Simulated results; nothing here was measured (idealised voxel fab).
process module | voxel wiring stack
cross-section cut | 240 nm wide | cells 5 nm
A cross-section is a grid of square cells, given in bands from the top down. A band is one or more rows of cells.
Each band's line starts with the height of the band's top and of its bottom, in nm. Then come its materials from left to right, each with its width in nm. One material with "throughout" fills the band from edge to edge. "air" is empty space.
Height 0 is the level under which the wafer as received is all one material. The lowest band goes on downwards, as in "0 down".
A width such as "30 to 40" changes by the same amount from each row of cells to the next, from the band's top row to its bottom row.
"no change" after a step means that no cell of the cross-section changed.
closed voids: empty space of 8 cells or more with no open way to the top, each as width x height at its distance from the left edge, in nm
after a step's settings: what the simulator itself notes on the step
overlay nm, on a step with a mask: how far to the right of its planned place the mask lay; to the left if negative
plan
1 op RECEIVE | material Si
2 op CONFORMAL_DEP | material SiO2 | thk nm 10
3 op DIRECTIONAL_DEP | material TiN | thk nm 5
4 op DIRECTIONAL_DEP | material Ru | thk nm 20
5 op MASKED_ETCH | tone cover | mask id METAL_1 | width nm 20 | pitch nm 40 | etch materials Ru | depth nm 20 | overlay nm 0
6 op MASKED_ETCH | tone cover | mask id METAL_1 | width nm 20 | pitch nm 40 | etch materials TiN | depth nm 5 | overlay nm 0
7 op FILL_DEP | material SiO2 | thk nm 5
8 op CMP | height nm 35
9 op CONFORMAL_DEP | material SiCN | thk nm 5
10 op DIRECTIONAL_DEP | material lowk | thk nm 10
11 op MASKED_ETCH | tone open | mask id PLUG_1 | width nm 15 | pitch nm 80 | etch materials lowk | depth nm 10 | overlay nm 0
12 op MASKED_ETCH | tone open | mask id PLUG_1 | width nm 15 | pitch nm 80 | etch materials SiCN | depth nm 5 | overlay nm 0
13 op CONFORMAL_DEP | material TiN | thk nm 5
14 op FILL_DEP | material Ru | thk nm 10
15 op CMP | height nm 50
16 op DIRECTIONAL_DEP | material TiN | thk nm 5
17 op DIRECTIONAL_DEP | material Ru | thk nm 20
18 op PATTERN | tone cover | mask id METAL_2 | material resist | width nm 20 | pitch nm 40 | thk nm 20 | overlay nm 0
19 op DIRECTIONAL_ETCH | etch materials Ru | depth nm 20
20 op DIRECTIONAL_ETCH | etch materials TiN | depth nm 5
21 op STRIP | etch materials resist
22 op CONFORMAL_DEP | material SiCN | thk nm 5
23 op FILL_DEP | material lowk | thk nm 5
24 op CMP | height nm 75
25 op CONFORMAL_DEP | material SiCN | thk nm 5
first wafer, as planned
as received, after step 1
  0 down: Si throughout
  closed voids: none
after step 2
  10 to 0: SiO2 throughout
  below 0: unchanged
after step 3
  15 to 10: TiN throughout
  below 10: unchanged
after step 4
  35 to 15: Ru throughout
  below 15: unchanged
after step 5
  35 to 15: air 70 | Ru 20 | air 20 | Ru 20 | air 20 | Ru 20 | air 70
  below 15: unchanged
after step 6
  35 to 15: air 70 | Ru 20 | air 20 | Ru 20 | air 20 | Ru 20 | air 70
  15 to 10: air 70 | TiN 20 | air 20 | TiN 20 | air 20 | TiN 20 | air 70
  below 10: unchanged
after step 7
  40 to 35: SiO2 throughout
  35 to 15: SiO2 70 | Ru 20 | SiO2 20 | Ru 20 | SiO2 20 | Ru 20 | SiO2 70
  15 to 10: SiO2 70 | TiN 20 | SiO2 20 | TiN 20 | SiO2 20 | TiN 20 | SiO2 70
  below 10: unchanged
after step 8
  35 to 15: SiO2 70 | Ru 20 | SiO2 20 | Ru 20 | SiO2 20 | Ru 20 | SiO2 70
  below 15: unchanged
after step 9
  40 to 35: SiCN throughout
  below 35: unchanged
after step 10
  50 to 40: lowk throughout
  below 40: unchanged
after step 11
  50 to 40: lowk 70 | air 15 | lowk 65 | air 15 | lowk 75
  below 40: unchanged
after step 12
  50 to 40: lowk 70 | air 15 | lowk 65 | air 15 | lowk 75
  40 to 35: SiCN 70 | air 15 | SiCN 65 | air 15 | SiCN 75
  below 35: unchanged
after step 13
  55 to 50: TiN 75 | air 5 | TiN 75 | air 5 | TiN 80
  50 to 40: lowk 70 | TiN 5 | air 5 | TiN 5 | lowk 65 | TiN 5 | air 5 | TiN 5 | lowk 75
  40 to 35: SiCN 70 | TiN 15 | SiCN 65 | TiN 15 | SiCN 75
  below 35: unchanged
after step 14
  65 to 55: Ru throughout
  55 to 50: TiN 75 | Ru 5 | TiN 75 | Ru 5 | TiN 80
  50 to 40: lowk 70 | TiN 5 | Ru 5 | TiN 5 | lowk 65 | TiN 5 | Ru 5 | TiN 5 | lowk 75
  below 40: unchanged
after step 15
  50 to 40: lowk 70 | TiN 5 | Ru 5 | TiN 5 | lowk 65 | TiN 5 | Ru 5 | TiN 5 | lowk 75
  below 40: unchanged
after step 16
  55 to 50: TiN throughout
  below 50: unchanged
after step 17
  75 to 55: Ru throughout
  below 55: unchanged
after step 18
  95 to 75: air 70 | resist 20 | air 20 | resist 20 | air 20 | resist 20 | air 70
  below 75: unchanged
after step 19
  95 to 75: air 70 | resist 20 | air 20 | resist 20 | air 20 | resist 20 | air 70
  75 to 55: air 70 | Ru 20 | air 20 | Ru 20 | air 20 | Ru 20 | air 70
  below 55: unchanged
after step 20
  95 to 75: air 70 | resist 20 | air 20 | resist 20 | air 20 | resist 20 | air 70
  75 to 55: air 70 | Ru 20 | air 20 | Ru 20 | air 20 | Ru 20 | air 70
  55 to 50: air 70 | TiN 20 | air 20 | TiN 20 | air 20 | TiN 20 | air 70
  below 50: unchanged
after step 21
  75 to 55: air 70 | Ru 20 | air 20 | Ru 20 | air 20 | Ru 20 | air 70
  below 55: unchanged
after step 22
  80 to 75: air 65 | SiCN 30 | air 10 | SiCN 30 | air 10 | SiCN 30 | air 65
  75 to 55: air 65 | SiCN 5 | Ru 20 | SiCN 5 | air 10 | SiCN 5 | Ru 20 | SiCN 5 | air 10 | SiCN 5 | Ru 20 | SiCN 5 | air 65
  55 to 50: SiCN 70 | TiN 20 | SiCN 20 | TiN 20 | SiCN 20 | TiN 20 | SiCN 70
  below 50: unchanged
after step 23
  85 to 80: lowk throughout
  80 to 75: lowk 65 | SiCN 30 | lowk 10 | SiCN 30 | lowk 10 | SiCN 30 | lowk 65
  75 to 55: lowk 65 | SiCN 5 | Ru 20 | SiCN 5 | lowk 10 | SiCN 5 | Ru 20 | SiCN 5 | lowk 10 | SiCN 5 | Ru 20 | SiCN 5 | lowk 65
  below 55: unchanged
after step 24
  75 to 55: lowk 65 | SiCN 5 | Ru 20 | SiCN 5 | lowk 10 | SiCN 5 | Ru 20 | SiCN 5 | lowk 10 | SiCN 5 | Ru 20 | SiCN 5 | lowk 65
  below 55: unchanged
after step 25
  80 to 75: SiCN throughout
  below 75: unchanged
second wafer: like start, like plan, one mistake. Through step 10 it matches the first wafer
when step 11 should have ended
  50 to 40: air 70 | lowk 15 | air 65 | lowk 15 | air 75
  below 40: unchanged
when step 12 should have ended: no change
when step 13 should have ended
  55 to 50: air 65 | TiN 25 | air 55 | TiN 25 | air 70
  50 to 45: air 65 | TiN 5 | lowk 15 | TiN 5 | air 55 | TiN 5 | lowk 15 | TiN 5 | air 70
  45 to 40: TiN 70 | lowk 15 | TiN 65 | lowk 15 | TiN 75
  below 40: unchanged
when step 14 should have ended
  65 to 55: Ru throughout
  55 to 50: Ru 65 | TiN 25 | Ru 55 | TiN 25 | Ru 70
  50 to 45: Ru 65 | TiN 5 | lowk 15 | TiN 5 | Ru 55 | TiN 5 | lowk 15 | TiN 5 | Ru 70
  below 45: unchanged
when step 15 should have ended
  50 to 45: Ru 65 | TiN 5 | lowk 15 | TiN 5 | Ru 55 | TiN 5 | lowk 15 | TiN 5 | Ru 70
  below 45: unchanged
when step 16 should have ended
  55 to 50: TiN throughout
  below 50: unchanged
when step 17 should have ended
  75 to 55: Ru throughout
  below 55: unchanged
when step 18 should have ended
  95 to 75: air 70 | resist 20 | air 20 | resist 20 | air 20 | resist 20 | air 70
  below 75: unchanged
when step 19 should have ended
  95 to 75: air 70 | resist 20 | air 20 | resist 20 | air 20 | resist 20 | air 70
  75 to 55: air 70 | Ru 20 | air 20 | Ru 20 | air 20 | Ru 20 | air 70
  below 55: unchanged
when step 20 should have ended
  95 to 75: air 70 | resist 20 | air 20 | resist 20 | air 20 | resist 20 | air 70
  75 to 55: air 70 | Ru 20 | air 20 | Ru 20 | air 20 | Ru 20 | air 70
  55 to 50: air 70 | TiN 20 | air 20 | TiN 20 | air 20 | TiN 20 | air 70
  below 50: unchanged
when step 21 should have ended
  75 to 55: air 70 | Ru 20 | air 20 | Ru 20 | air 20 | Ru 20 | air 70
  below 55: unchanged
when step 22 should have ended
  80 to 75: air 65 | SiCN 30 | air 10 | SiCN 30 | air 10 | SiCN 30 | air 65
  75 to 55: air 65 | SiCN 5 | Ru 20 | SiCN 5 | air 10 | SiCN 5 | Ru 20 | SiCN 5 | air 10 | SiCN 5 | Ru 20 | SiCN 5 | air 65
  55 to 50: SiCN 70 | TiN 20 | SiCN 20 | TiN 20 | SiCN 20 | TiN 20 | SiCN 70
  below 50: unchanged
when step 23 should have ended
  85 to 80: lowk throughout
  80 to 75: lowk 65 | SiCN 30 | lowk 10 | SiCN 30 | lowk 10 | SiCN 30 | lowk 65
  75 to 55: lowk 65 | SiCN 5 | Ru 20 | SiCN 5 | lowk 10 | SiCN 5 | Ru 20 | SiCN 5 | lowk 10 | SiCN 5 | Ru 20 | SiCN 5 | lowk 65
  below 55: unchanged
when step 24 should have ended
  75 to 55: lowk 65 | SiCN 5 | Ru 20 | SiCN 5 | lowk 10 | SiCN 5 | Ru 20 | SiCN 5 | lowk 10 | SiCN 5 | Ru 20 | SiCN 5 | lowk 65
  below 55: unchanged
when step 25 should have ended
  80 to 75: SiCN throughout
  below 75: unchanged
what went wrong: step 11 ran as: op MASKED_ETCH | tone cover | mask id PLUG_1 | width nm 15 | pitch nm 80 | etch materials lowk | depth nm 10 | overlay nm 0
at the end the second wafer has, in cells: 34 more of Ru | 6 more of SiCN | 32 more of TiN | 72 fewer of lowk
